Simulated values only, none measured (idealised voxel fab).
This is a process module. Its name is voxel gate over fins.
The cross-section shown here is cut; it is 235 nm wide and divided into square cells measuring 5 nm on a side.
Notation: cross-section as square-cell grid; stated in bands, top first, going down; one or more cell rows per band.
Read a band's entry like this: the first values are the height of its top and the height of its bottom in nm, and what follows is the sequence of materials from left to right, each with its width in nm. Note that "empty" is empty space, and that a single material marked "all across" reaches across the band from edge to edge.
All heights in this document are referenced to 0, defined as the level beneath which the wafer, as received, consists entirely of one material. The lowest band is not bounded below; it extends indefinitely downward and is written in the form "z 0 and below".
It should be noted that a width expressed as "30..40" varies in equal increments from row to row of cells within the band, taking the value of the first number at the top row and that of the second number at the bottom row.
It should be understood that the words "nothing changed", when stated for a given step, signify that the cross-section underwent no change in any of its cells during that step.
The entry titled "Fully sealed cavities" provides the empty spaces that have no open way to the top, restricted to those of 8 cells or more. Each is presented as width x height at distance, the distance being measured from the left edge, with all three in nm.
That trailing text on a step's line, after the settings, is the simulator's own remark on the step.
"overlay nm" on a masked step: distance the mask lay right of its planned place, negative for left.
Here's what the planned process steps look like
- 1: RECEIVE with material Si
- 2: CONFORMAL_DEP with material SiN, thk nm 10
- 3: DIRECTIONAL_DEP with material aC, thk nm 15
- 4: PATTERN with tone cover, mask id FINS, material resist, width nm 15, pitch nm 50, thk nm 30, overlay nm 0
- 5: DIRECTIONAL_ETCH with etch materials aC, depth nm 15
- 6: STRIP with etch materials resist
- 7: DIRECTIONAL_ETCH with etch materials SiN, depth nm 10
- 8: DIRECTIONAL_ETCH with etch materials Si, depth nm 30
- 9: STRIP with etch materials aC
- 10: FILL_DEP with material SiO2, thk nm 5
- 11: CMP with height nm 10
- 12: DIRECTIONAL_DEP with material aC, thk nm 15
- 13: PATTERN with tone open, mask id RAIL, material resist, width nm 15, thk nm 30, overlay nm 0
- 14: DIRECTIONAL_ETCH with etch materials aC, depth nm 15
- 15: STRIP with etch materials resist
- 16: DIRECTIONAL_ETCH with etch materials SiO2, depth nm 35
- 17: STRIP with etch materials aC
- 18: CONFORMAL_DEP with material TiN, thk nm 5
- 19: FILL_DEP with material W, thk nm 10
- 20: CMP with height nm 10
- 21: SELECTIVE_ETCH with etch materials W Ru TiN, depth nm 25
- 22: FILL_DEP with material SiO2, thk nm 5
- 23: CMP with height nm 10
- 24: SELECTIVE_ETCH with etch materials SiO2, depth nm 20
- 25: STRIP with etch materials SiN
- 26: CONFORMAL_DEP with material HfO2, thk nm 5
- 27: CONFORMAL_DEP with material TiN, thk nm 5
- 28: FILL_DEP with material W, thk nm 10
- 29: CMP with height nm 15
- 30: CONFORMAL_DEP with material SiCN, thk nm 10
First wafer of two (run as planned)
Wafer as received: cross-section following step 1
    z 0 and below  Si all across
    Fully sealed cavities: none
Upon completion of step 2, the wafer appears in cross-section as shown
    z 10 to 0  SiN all across
    Note: structure below 0 unchanged.
Upon completion of step 3, the wafer appears in cross-section as shown
    z 25 to 10  aC all across
    Note: structure below 10 unchanged.
Upon completion of step 4, the wafer appears in cross-section as shown
    z 55 to 25  empty (60) | resist (15) | empty (35) | resist (15) | empty (35) | resist (15) | empty (60)
    Note: structure below 25 unchanged.
Upon completion of step 5, the wafer appears in cross-section as shown
    z 40 to 25  empty (60) | resist (15) | empty (35) | resist (15) | empty (35) | resist (15) | empty (60)
    z 25 to 10  empty (60) | aC (15) | empty (35) | aC (15) | empty (35) | aC (15) | empty (60)
    Note: structure below 10 unchanged.
Upon completion of step 6, the wafer appears in cross-section as shown
    z 25 to 10  empty (60) | aC (15) | empty (35) | aC (15) | empty (35) | aC (15) | empty (60)
    Note: structure below 10 unchanged.
Upon completion of step 7, the wafer appears in cross-section as shown
    z 25 to 10  empty (60) | aC (15) | empty (35) | aC (15) | empty (35) | aC (15) | empty (60)
    z 10 to 0  empty (60) | SiN (15) | empty (35) | SiN (15) | empty (35) | SiN (15) | empty (60)
    Note: structure below 0 unchanged.
Upon completion of step 8, the wafer appears in cross-section as shown
    z 25 to 10  empty (60) | aC (15) | empty (35) | aC (15) | empty (35) | aC (15) | empty (60)
    z 10 to 0  empty (60) | SiN (15) | empty (35) | SiN (15) | empty (35) | SiN (15) | empty (60)
    z 0 to -30  empty (60) | Si (15) | empty (35) | Si (15) | empty (35) | Si (15) | empty (60)
    Note: structure below -30 unchanged.
Upon completion of step 9, the wafer appears in cross-section as shown
    z 10 to 0  empty (60) | SiN (15) | empty (35) | SiN (15) | empty (35) | SiN (15) | empty (60)
    Note: structure below 0 unchanged.
Upon completion of step 10, the wafer appears in cross-section as shown
    z 15 to 10  SiO2 all across
    z 10 to 0  SiO2 (60) | SiN (15) | SiO2 (35) | SiN (15) | SiO2 (35) | SiN (15) | SiO2 (60)
    z 0 to -30  SiO2 (60) | Si (15) | SiO2 (35) | Si (15) | SiO2 (35) | Si (15) | SiO2 (60)
    Note: structure below -30 unchanged.
Upon completion of step 11, the wafer appears in cross-section as shown
    z 10 to 0  SiO2 (60) | SiN (15) | SiO2 (35) | SiN (15) | SiO2 (35) | SiN (15) | SiO2 (60)
    Note: structure below 0 unchanged.
Upon completion of step 12, the wafer appears in cross-section as shown
    z 25 to 10  aC all across
    Note: structure below 10 unchanged.
Upon completion of step 13, the wafer appears in cross-section as shown
    z 55 to 25  resist (85) | empty (15) | resist (135)
    Note: structure below 25 unchanged.
Upon completion of step 14, the wafer appears in cross-section as shown
    z 40 to 25  resist (85) | empty (15) | resist (135)
    z 25 to 10  aC (85) | empty (15) | aC (135)
    Note: structure below 10 unchanged.
Upon completion of step 15, the wafer appears in cross-section as shown
    z 25 to 10  aC (85) | empty (15) | aC (135)
    Note: structure below 10 unchanged.
Upon completion of step 16, the wafer appears in cross-section as shown
    z 25 to 10  aC (85) | empty (15) | aC (135)
    z 10 to 0  SiO2 (60) | SiN (15) | SiO2 (10) | empty (15) | SiO2 (10) | SiN (15) | SiO2 (35) | SiN (15) | SiO2 (60)
    z 0 to -25  SiO2 (60) | Si (15) | SiO2 (10) | empty (15) | SiO2 (10) | Si (15) | SiO2 (35) | Si (15) | SiO2 (60)
    Note: structure below -25 unchanged.
Upon completion of step 17, the wafer appears in cross-section as shown
    z 10 to 0  SiO2 (60) | SiN (15) | SiO2 (10) | empty (15) | SiO2 (10) | SiN (15) | SiO2 (35) | SiN (15) | SiO2 (60)
    Note: structure below 0 unchanged.
Upon completion of step 18, the wafer appears in cross-section as shown
    z 15 to 10  TiN (90) | empty (5) | TiN (140)
    z 10 to 0  SiO2 (60) | SiN (15) | SiO2 (10) | TiN (5) | empty (5) | TiN (5) | SiO2 (10) | SiN (15) | SiO2 (35) | SiN (15) | SiO2 (60)
    z 0 to -20  SiO2 (60) | Si (15) | SiO2 (10) | TiN (5) | empty (5) | TiN (5) | SiO2 (10) | Si (15) | SiO2 (35) | Si (15) | SiO2 (60)
    z -20 to -25  SiO2 (60) | Si (15) | SiO2 (10) | TiN (15) | SiO2 (10) | Si (15) | SiO2 (35) | Si (15) | SiO2 (60)
    Note: structure below -25 unchanged.
Upon completion of step 19, the wafer appears in cross-section as shown
    z 25 to 15  W all across
    z 15 to 10  TiN (90) | W (5) | TiN (140)
    z 10 to 0  SiO2 (60) | SiN (15) | SiO2 (10) | TiN (5) | W (5) | TiN (5) | SiO2 (10) | SiN (15) | SiO2 (35) | SiN (15) | SiO2 (60)
    z 0 to -20  SiO2 (60) | Si (15) | SiO2 (10) | TiN (5) | W (5) | TiN (5) | SiO2 (10) | Si (15) | SiO2 (35) | Si (15) | SiO2 (60)
    Note: structure below -20 unchanged.
Upon completion of step 20, the wafer appears in cross-section as shown
    z 10 to 0  SiO2 (60) | SiN (15) | SiO2 (10) | TiN (5) | W (5) | TiN (5) | SiO2 (10) | SiN (15) | SiO2 (35) | SiN (15) | SiO2 (60)
    Note: structure below 0 unchanged.
Upon completion of step 21, the wafer appears in cross-section as shown
    z 10 to 0  SiO2 (60) | SiN (15) | SiO2 (10) | empty (15) | SiO2 (10) | SiN (15) | SiO2 (35) | SiN (15) | SiO2 (60)
    z 0 to -15  SiO2 (60) | Si (15) | SiO2 (10) | empty (15) | SiO2 (10) | Si (15) | SiO2 (35) | Si (15) | SiO2 (60)
    Note: structure below -15 unchanged.
Upon completion of step 22, the wafer appears in cross-section as shown
    z 15 to 10  SiO2 all across
    z 10 to 0  SiO2 (60) | SiN (15) | SiO2 (35) | SiN (15) | SiO2 (35) | SiN (15) | SiO2 (60)
    z 0 to -15  SiO2 (60) | Si (15) | SiO2 (35) | Si (15) | SiO2 (35) | Si (15) | SiO2 (60)
    Note: structure below -15 unchanged.
Upon completion of step 23, the wafer appears in cross-section as shown
    z 10 to 0  SiO2 (60) | SiN (15) | SiO2 (35) | SiN (15) | SiO2 (35) | SiN (15) | SiO2 (60)
    Note: structure below 0 unchanged.
Upon completion of step 24, the wafer appears in cross-section as shown
    z 10 to 0  empty (60) | SiN (15) | empty (35) | SiN (15) | empty (35) | SiN (15) | empty (60)
    z 0 to -10  empty (60) | Si (15) | empty (35) | Si (15) | empty (35) | Si (15) | empty (60)
    Note: structure below -10 unchanged.
Upon completion of step 25, the wafer appears in cross-section as shown
    z 0 to -10  empty (60) | Si (15) | empty (35) | Si (15) | empty (35) | Si (15) | empty (60)
    Note: structure below -10 unchanged.
Upon completion of step 26, the wafer appears in cross-section as shown
    z 5 to 0  empty (55) | HfO2 (25) | empty (25) | HfO2 (25) | empty (25) | HfO2 (25) | empty (55)
    z 0 to -5  empty (55) | HfO2 (5) | Si (15) | HfO2 (5) | empty (25) | HfO2 (5) | Si (15) | HfO2 (5) | empty (25) | HfO2 (5) | Si (15) | HfO2 (5) | empty (55)
    z -5 to -10  HfO2 (60) | Si (15) | HfO2 (35) | Si (15) | HfO2 (35) | Si (15) | HfO2 (60)
    Note: structure below -10 unchanged.
Upon completion of step 27, the wafer appears in cross-section as shown
    z 10 to 5  empty (50) | TiN (35) | empty (15) | TiN (35) | empty (15) | TiN (35) | empty (50)
    z 5 to 0  empty (50) | TiN (5) | HfO2 (25) | TiN (5) | empty (15) | TiN (5) | HfO2 (25) | TiN (5) | empty (15) | TiN (5) | HfO2 (25) | TiN (5) | empty (50)
    z 0 to -5  TiN (55) | HfO2 (5) | Si (15) | HfO2 (5) | TiN (25) | HfO2 (5) | Si (15) | HfO2 (5) | TiN (25) | HfO2 (5) | Si (15) | HfO2 (5) | TiN (55)
    Note: structure below -5 unchanged.
Upon completion of step 28, the wafer appears in cross-section as shown
    z 20 to 10  W all across
    z 10 to 5  W (50) | TiN (35) | W (15) | TiN (35) | W (15) | TiN (35) | W (50)
    z 5 to 0  W (50) | TiN (5) | HfO2 (25) | TiN (5) | W (15) | TiN (5) | HfO2 (25) | TiN (5) | W (15) | TiN (5) | HfO2 (25) | TiN (5) | W (50)
    Note: structure below 0 unchanged.
Upon completion of step 29, the wafer appears in cross-section as shown
    z 15 to 10  W all across
    Note: structure below 10 unchanged.
Upon completion of step 30, the wafer appears in cross-section as shown
    z 25 to 15  SiCN all across
    Note: structure below 15 unchanged.
Second wafer, same starting conditions and recipe as the first, one mistake in executing it, nothing differs from the first up to and including step 3
Second wafer at the planned finish of step 4, seen in cross-section
    z 55 to 25  resist (60) | empty (15) | resist (35) | empty (15) | resist (35) | empty (15) | resist (60)
    Note: structure below 25 unchanged.
Second wafer at the planned finish of step 5, seen in cross-section
    z 40 to 25  resist (60) | empty (15) | resist (35) | empty (15) | resist (35) | empty (15) | resist (60)
    z 25 to 10  aC (60) | empty (15) | aC (35) | empty (15) | aC (35) | empty (15) | aC (60)
    Note: structure below 10 unchanged.
Second wafer at the planned finish of step 6, seen in cross-section
    z 25 to 10  aC (60) | empty (15) | aC (35) | empty (15) | aC (35) | empty (15) | aC (60)
    Note: structure below 10 unchanged.
Second wafer at the planned finish of step 7, seen in cross-section
    z 25 to 10  aC (60) | empty (15) | aC (35) | empty (15) | aC (35) | empty (15) | aC (60)
    z 10 to 0  SiN (60) | empty (15) | SiN (35) | empty (15) | SiN (35) | empty (15) | SiN (60)
    Note: structure below 0 unchanged.
Second wafer at the planned finish of step 8, seen in cross-section
    z 25 to 10  aC (60) | empty (15) | aC (35) | empty (15) | aC (35) | empty (15) | aC (60)
    z 10 to 0  SiN (60) | empty (15) | SiN (35) | empty (15) | SiN (35) | empty (15) | SiN (60)
    z 0 to -30  Si (60) | empty (15) | Si (35) | empty (15) | Si (35) | empty (15) | Si (60)
    Note: structure below -30 unchanged.
Second wafer at the planned finish of step 9, seen in cross-section
    z 10 to 0  SiN (60) | empty (15) | SiN (35) | empty (15) | SiN (35) | empty (15) | SiN (60)
    Note: structure below 0 unchanged.
Second wafer at the planned finish of step 10, seen in cross-section
    z 15 to 10  SiO2 all across
    z 10 to 0  SiN (60) | SiO2 (15) | SiN (35) | SiO2 (15) | SiN (35) | SiO2 (15) | SiN (60)
    z 0 to -30  Si (60) | SiO2 (15) | Si (35) | SiO2 (15) | Si (35) | SiO2 (15) | Si (60)
    Note: structure below -30 unchanged.
Second wafer at the planned finish of step 11, seen in cross-section
    z 10 to 0  SiN (60) | SiO2 (15) | SiN (35) | SiO2 (15) | SiN (35) | SiO2 (15) | SiN (60)
    Note: structure below 0 unchanged.
Second wafer at the planned finish of step 12, seen in cross-section
    z 25 to 10  aC all across
    Note: structure below 10 unchanged.
Second wafer at the planned finish of step 13, seen in cross-section
    z 55 to 25  resist (85) | empty (15) | resist (135)
    Note: structure below 25 unchanged.
Second wafer at the planned finish of step 14, seen in cross-section
    z 40 to 25  resist (85) | empty (15) | resist (135)
    z 25 to 10  aC (85) | empty (15) | aC (135)
    Note: structure below 10 unchanged.
Second wafer at the planned finish of step 15, seen in cross-section
    z 25 to 10  aC (85) | empty (15) | aC (135)
    Note: structure below 10 unchanged.
Second wafer at the planned finish of step 16, seen in cross-section: nothing changed
Second wafer at the planned finish of step 17, seen in cross-section
    z 10 to 0  SiN (60) | SiO2 (15) | SiN (35) | SiO2 (15) | SiN (35) | SiO2 (15) | SiN (60)
    Note: structure below 0 unchanged.
Second wafer at the planned finish of step 18, seen in cross-section
    z 15 to 10  TiN all across
    Note: structure below 10 unchanged.
Second wafer at the planned finish of step 19, seen in cross-section
    z 25 to 15  W all across
    Note: structure below 15 unchanged.
Second wafer at the planned finish of step 20, seen in cross-section
    z 10 to 0  SiN (60) | SiO2 (15) | SiN (35) | SiO2 (15) | SiN (35) | SiO2 (15) | SiN (60)
    Note: structure below 0 unchanged.
Second wafer at the planned finish of step 21, seen in cross-section: nothing changed
Second wafer at the planned finish of step 22, seen in cross-section
    z 15 to 10  SiO2 all across
    Note: structure below 10 unchanged.
Second wafer at the planned finish of step 23, seen in cross-section
    z 10 to 0  SiN (60) | SiO2 (15) | SiN (35) | SiO2 (15) | SiN (35) | SiO2 (15) | SiN (60)
    Note: structure below 0 unchanged.
Second wafer at the planned finish of step 24, seen in cross-section
    z 10 to 0  SiN (60) | empty (15) | SiN (35) | empty (15) | SiN (35) | empty (15) | SiN (60)
    z 0 to -10  Si (60) | empty (15) | Si (35) | empty (15) | Si (35) | empty (15) | Si (60)
    Note: structure below -10 unchanged.
Second wafer at the planned finish of step 25, seen in cross-section
    z 0 to -10  Si (60) | empty (15) | Si (35) | empty (15) | Si (35) | empty (15) | Si (60)
    Note: structure below -10 unchanged.
Second wafer at the planned finish of step 26, seen in cross-section
    z 5 to 0  HfO2 (65) | empty (5) | HfO2 (45) | empty (5) | HfO2 (45) | empty (5) | HfO2 (65)
    z 0 to -5  Si (60) | HfO2 (5) | empty (5) | HfO2 (5) | Si (35) | HfO2 (5) | empty (5) | HfO2 (5) | Si (35) | HfO2 (5) | empty (5) | HfO2 (5) | Si (60)
    z -5 to -10  Si (60) | HfO2 (15) | Si (35) | HfO2 (15) | Si (35) | HfO2 (15) | Si (60)
    Note: structure below -10 unchanged.
Second wafer at the planned finish of step 27, seen in cross-section
    z 10 to 5  TiN all across
    z 5 to 0  HfO2 (65) | TiN (5) | HfO2 (45) | TiN (5) | HfO2 (45) | TiN (5) | HfO2 (65)
    z 0 to -5  Si (60) | HfO2 (5) | TiN (5) | HfO2 (5) | Si (35) | HfO2 (5) | TiN (5) | HfO2 (5) | Si (35) | HfO2 (5) | TiN (5) | HfO2 (5) | Si (60)
    Note: structure below -5 unchanged.
Second wafer at the planned finish of step 28, seen in cross-section
    z 20 to 10  W all across
    Note: structure below 10 unchanged.
Second wafer at the planned finish of step 29, seen in cross-section
    z 15 to 10  W all across
    Note: structure below 10 unchanged.
Second wafer at the planned finish of step 30, seen in cross-section
    z 25 to 15  SiCN all across
    Note: structure below 15 unchanged.
Processing error: it should be noted that step 4 was executed with settings other than those planned, the operation and settings actually applied being PATTERN with tone open, mask id FINS, material resist, width nm 15, pitch nm 50, thk nm 30, overlay nm 0
Final tally in cells, some materials are higher or lower on the second wafer than on the first: Si +174; SiO2 -110; TiN -11; W -53
